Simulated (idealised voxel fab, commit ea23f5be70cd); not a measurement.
Process module in this document: voxel wiring stack
Displayed cross-section: cut, width of 270 nm, square cells sized 5 nm.
A cross-section in this document is a grid of square cells, and it is written down as bands, the top band listed before the ones below it; a band is made up of one or more rows of cells.
Heights first: top, then bottom, in nm. Then materials, left to right, each with a width in nm. "edge to edge" on a single material: fills the band edge to edge. "air": empty space.
It should be noted that heights are counted from 0, beneath which the wafer as supplied is of one material throughout, and that the lowest band possesses no lower boundary but continues downward, as written in "0 nm and below".
It should be noted that a width expressed as "30 to 40" varies in equal increments from row to row of cells within the band, taking the value of the first number at the top row and that of the second number at the bottom row.
What does "remains unaltered" mean for a step? It means no cell of the cross-section changed in that step.
Entry "Non-vented voids" = empty spaces >= 8 cells with no open way to the top; each as width x height at distance, distance from left edge, all nm.
Text after the settings on a step's line: the simulator's own remark on that step.
overlay nm: mask right of planned place by this much (step with mask). Neg. = left.
# plan
1: RECEIVE: material Si
2: CONFORMAL_DEP: material SiO2, thk nm 10
3: DIRECTIONAL_DEP: material TiN, thk nm 5
4: DIRECTIONAL_DEP: material Ru, thk nm 25
5: DIRECTIONAL_DEP: material aC, thk nm 10
6: PATTERN: tone cover, mask id METAL_1, material resist, width nm 20, pitch nm 45, thk nm 25, overlay nm 0
7: DIRECTIONAL_ETCH: etch materials aC, depth nm 10
8: STRIP: etch materials resist
9: DIRECTIONAL_ETCH: etch materials Ru, depth nm 25
10: DIRECTIONAL_ETCH: etch materials TiN, depth nm 5
11: STRIP: etch materials aC
12: CONFORMAL_DEP: material SiCN, thk nm 5
13: FILL_DEP: material SiO2, thk nm 10
14: CMP: height nm 40
15: CONFORMAL_DEP: material SiCN, thk nm 5
16: DIRECTIONAL_DEP: material lowk, thk nm 10
17: PATTERN: tone open, mask id PLUG_1, material resist, width nm 15, pitch nm 90, thk nm 20, overlay nm 0
18: DIRECTIONAL_ETCH: etch materials lowk, depth nm 10
19: DIRECTIONAL_ETCH: etch materials SiCN, depth nm 5
20: STRIP: etch materials resist
21: CONFORMAL_DEP: material TiN, thk nm 5
22: FILL_DEP: material Ru, thk nm 10
23: CMP: height nm 55
24: CONFORMAL_DEP: material SiCN, thk nm 5
25: DIRECTIONAL_DEP: material lowk, thk nm 20
26: PATTERN: tone open, mask id METAL_2, material resist, width nm 20, pitch nm 45, thk nm 15, overlay nm 0
27: DIRECTIONAL_ETCH: etch materials lowk, depth nm 20
28: DIRECTIONAL_ETCH: etch materials SiCN, depth nm 5
29: STRIP: etch materials resist
30: CONFORMAL_DEP: material TiN, thk nm 5
31: FILL_DEP: material W, thk nm 10
32: CMP: height nm 80
33: CONFORMAL_DEP: material SiCN, thk nm 5
34: DIRECTIONAL_DEP: material lowk, thk nm 30
35: DIRECTIONAL_DEP: material aC, thk nm 10
36: PATTERN: tone open, mask id METAL_3, material resist, width nm 20, pitch nm 45, thk nm 30, overlay nm 0
37: DIRECTIONAL_ETCH: etch materials aC, depth nm 10
38: STRIP: etch materials resist
39: DIRECTIONAL_ETCH: etch materials lowk, depth nm 20
40: STRIP: etch materials aC
41: DIRECTIONAL_DEP: material aC, thk nm 10
42: PATTERN: tone open, mask id METAL_3_HOLES, material resist, width nm 15, pitch nm 90, thk nm 30, overlay nm 0
43: DIRECTIONAL_ETCH: etch materials aC, depth nm 10
44: STRIP: etch materials resist
45: DIRECTIONAL_ETCH: etch materials lowk, depth nm 10
46: DIRECTIONAL_ETCH: etch materials SiCN, depth nm 5
47: STRIP: etch materials aC
48: CONFORMAL_DEP: material TiN, thk nm 5
49: FILL_DEP: material Ru, thk nm 10
50: CMP: height nm 115
51: CONFORMAL_DEP: material SiCN, thk nm 5
52: DIRECTIONAL_DEP: material SiO2, thk nm 10
53: DIRECTIONAL_DEP: material aC, thk nm 15
54: PATTERN: tone open, mask id PLUG_3, material resist, width nm 15, pitch nm 45, thk nm 35, overlay nm 0
55: DIRECTIONAL_ETCH: etch materials aC, depth nm 15
56: STRIP: etch materials resist
57: DIRECTIONAL_ETCH: etch materials SiO2, depth nm 10
58: DIRECTIONAL_ETCH: etch materials SiCN, depth nm 5
59: STRIP: etch materials aC
60: EPI: material Ru, thk nm 10
61: EPI: material Ru, thk nm 5
62: CONFORMAL_DEP: material SiCN, thk nm 5
63: DIRECTIONAL_DEP: material SiO2, thk nm 20
64: PATTERN: tone open, mask id METAL_4, material resist, width nm 20, pitch nm 45, thk nm 20, overlay nm 0
65: DIRECTIONAL_ETCH: etch materials SiO2, depth nm 20
66: DIRECTIONAL_ETCH: etch materials SiCN, depth nm 5
67: STRIP: etch materials resist
68: CONFORMAL_DEP: material TiN, thk nm 5
69: FILL_DEP: material W, thk nm 5
70: CMP: height nm 155
71: CONFORMAL_DEP: material SiCN, thk nm 5
# Cross-section of the wafer as it came to us, i.e., already through step 1
  0 nm and below  Si edge to edge
  Non-vented voids: none
# The first of the two wafers as seen in cross-section once the module was finished; processing followed the plan
  160 nm to 155 nm  SiCN edge to edge
  155 nm to 135 nm  55 of SiO2 / 5 of TiN / 10 of W / 5 of TiN / 25 of SiO2 / 5 of TiN / 10 of W / 5 of TiN / 25 of SiO2 / 5 of TiN / 10 of W / 5 of TiN / 25 of SiO2 / 5 of TiN / 10 of W / 5 of TiN / 60 of SiO2
  135 nm to 130 nm  55 of SiCN / 20 of TiN / 25 of SiCN / 20 of TiN / 25 of SiCN / 20 of TiN / 25 of SiCN / 20 of TiN / 60 of SiCN
  130 nm to 120 nm  55 of SiO2 / 15 of Ru / 30 of SiO2 / 15 of Ru / 30 of SiO2 / 15 of Ru / 30 of SiO2 / 15 of Ru / 65 of SiO2
  120 nm to 115 nm  55 of SiCN / 15 of Ru / 30 of SiCN / 15 of Ru / 30 of SiCN / 15 of Ru / 30 of SiCN / 15 of Ru / 65 of SiCN
  115 nm to 100 nm  55 of lowk / 5 of TiN / 10 of Ru / 5 of TiN / 25 of lowk / 5 of TiN / 10 of Ru / 5 of TiN / 25 of lowk / 5 of TiN / 10 of Ru / 5 of TiN / 25 of lowk / 5 of TiN / 10 of Ru / 5 of TiN / 60 of lowk
  100 nm to 95 nm  55 of lowk / 5 of TiN / 5 of Ru / 10 of TiN / 25 of lowk / 20 of TiN / 25 of lowk / 5 of TiN / 5 of Ru / 10 of TiN / 25 of lowk / 20 of TiN / 60 of lowk
  95 nm to 85 nm  55 of lowk / 5 of TiN / 5 of Ru / 5 of TiN / 75 of lowk / 5 of TiN / 5 of Ru / 5 of TiN / 110 of lowk
  85 nm to 80 nm  55 of SiCN / 15 of TiN / 75 of SiCN / 15 of TiN / 110 of SiCN
  80 nm to 60 nm  55 of lowk / 5 of TiN / 10 of W / 5 of TiN / 25 of lowk / 5 of TiN / 10 of W / 5 of TiN / 25 of lowk / 5 of TiN / 10 of W / 5 of TiN / 25 of lowk / 5 of TiN / 10 of W / 5 of TiN / 60 of lowk
  60 nm to 55 nm  55 of SiCN / 20 of TiN / 25 of SiCN / 20 of TiN / 25 of SiCN / 20 of TiN / 25 of SiCN / 20 of TiN / 60 of SiCN
  55 nm to 45 nm  55 of lowk / 5 of TiN / 5 of Ru / 5 of TiN / 75 of lowk / 5 of TiN / 5 of Ru / 5 of TiN / 110 of lowk
  45 nm to 40 nm  55 of SiCN / 15 of TiN / 75 of SiCN / 15 of TiN / 110 of SiCN
  40 nm to 15 nm  50 of SiO2 / 5 of SiCN / 20 of Ru / 5 of SiCN / 15 of SiO2 / 5 of SiCN / 20 of Ru / 5 of SiCN / 15 of SiO2 / 5 of SiCN / 20 of Ru / 5 of SiCN / 15 of SiO2 / 5 of SiCN / 20 of Ru / 5 of SiCN / 55 of SiO2
  15 nm to 10 nm  55 of SiCN / 20 of TiN / 25 of SiCN / 20 of TiN / 25 of SiCN / 20 of TiN / 25 of SiCN / 20 of TiN / 60 of SiCN
  10 nm to 0 nm  SiO2 edge to edge
  0 nm and below  Si edge to edge
  Non-vented voids: none
# The second wafer, shown in cross-section after the module: started the same way as the first and given the same plan, yet one mistake crept into how it was run
  160 nm to 155 nm  SiCN edge to edge
  155 nm to 135 nm  55 of SiO2 / 5 of TiN / 10 of W / 5 of TiN / 25 of SiO2 / 5 of TiN / 10 of W / 5 of TiN / 25 of SiO2 / 5 of TiN / 10 of W / 5 of TiN / 25 of SiO2 / 5 of TiN / 10 of W / 5 of TiN / 60 of SiO2
  135 nm to 125 nm  55 to 60 of SiCN / 20 to 5 of TiN / 25 to 40 of SiCN / 20 to 5 of TiN / 25 to 40 of SiCN / 20 to 5 of TiN / 25 to 40 of SiCN / 20 to 5 of TiN / 60 to 70 of SiCN
  125 nm to 115 nm  SiO2 edge to edge
  115 nm to 100 nm  55 of lowk / 5 of TiN / 10 of Ru / 5 of TiN / 25 of lowk / 5 of TiN / 10 of Ru / 5 of TiN / 25 of lowk / 5 of TiN / 10 of Ru / 5 of TiN / 25 of lowk / 5 of TiN / 10 of Ru / 5 of TiN / 60 of lowk
  100 nm to 95 nm  55 of lowk / 5 of TiN / 5 of Ru / 10 of TiN / 25 of lowk / 20 of TiN / 25 of lowk / 5 of TiN / 5 of Ru / 10 of TiN / 25 of lowk / 20 of TiN / 60 of lowk
  95 nm to 85 nm  55 of lowk / 5 of TiN / 5 of Ru / 5 of TiN / 75 of lowk / 5 of TiN / 5 of Ru / 5 of TiN / 110 of lowk
  85 nm to 80 nm  55 of SiCN / 15 of TiN / 75 of SiCN / 15 of TiN / 110 of SiCN
  80 nm to 60 nm  55 of lowk / 5 of TiN / 10 of W / 5 of TiN / 25 of lowk / 5 of TiN / 10 of W / 5 of TiN / 25 of lowk / 5 of TiN / 10 of W / 5 of TiN / 25 of lowk / 5 of TiN / 10 of W / 5 of TiN / 60 of lowk
  60 nm to 55 nm  55 of SiCN / 20 of TiN / 25 of SiCN / 20 of TiN / 25 of SiCN / 20 of TiN / 25 of SiCN / 20 of TiN / 60 of SiCN
  55 nm to 45 nm  55 of lowk / 5 of TiN / 5 of Ru / 5 of TiN / 75 of lowk / 5 of TiN / 5 of Ru / 5 of TiN / 110 of lowk
  45 nm to 40 nm  55 of SiCN / 15 of TiN / 75 of SiCN / 15 of TiN / 110 of SiCN
  40 nm to 15 nm  50 of SiO2 / 5 of SiCN / 20 of Ru / 5 of SiCN / 15 of SiO2 / 5 of SiCN / 20 of Ru / 5 of SiCN / 15 of SiO2 / 5 of SiCN / 20 of Ru / 5 of SiCN / 15 of SiO2 / 5 of SiCN / 20 of Ru / 5 of SiCN / 55 of SiO2
  15 nm to 10 nm  55 of SiCN / 20 of TiN / 25 of SiCN / 20 of TiN / 25 of SiCN / 20 of TiN / 25 of SiCN / 20 of TiN / 60 of SiCN
  10 nm to 0 nm  SiO2 edge to edge
  0 nm and below  Si edge to edge
  Non-vented voids: none
Where did the run depart from the plan? ran 51 and 52 in swapped order versus the plan
At the finish, the second wafer shows more or fewer cells for some materials than the first does: -36 Ru | +8 SiCN | +24 SiO2 | +4 TiN
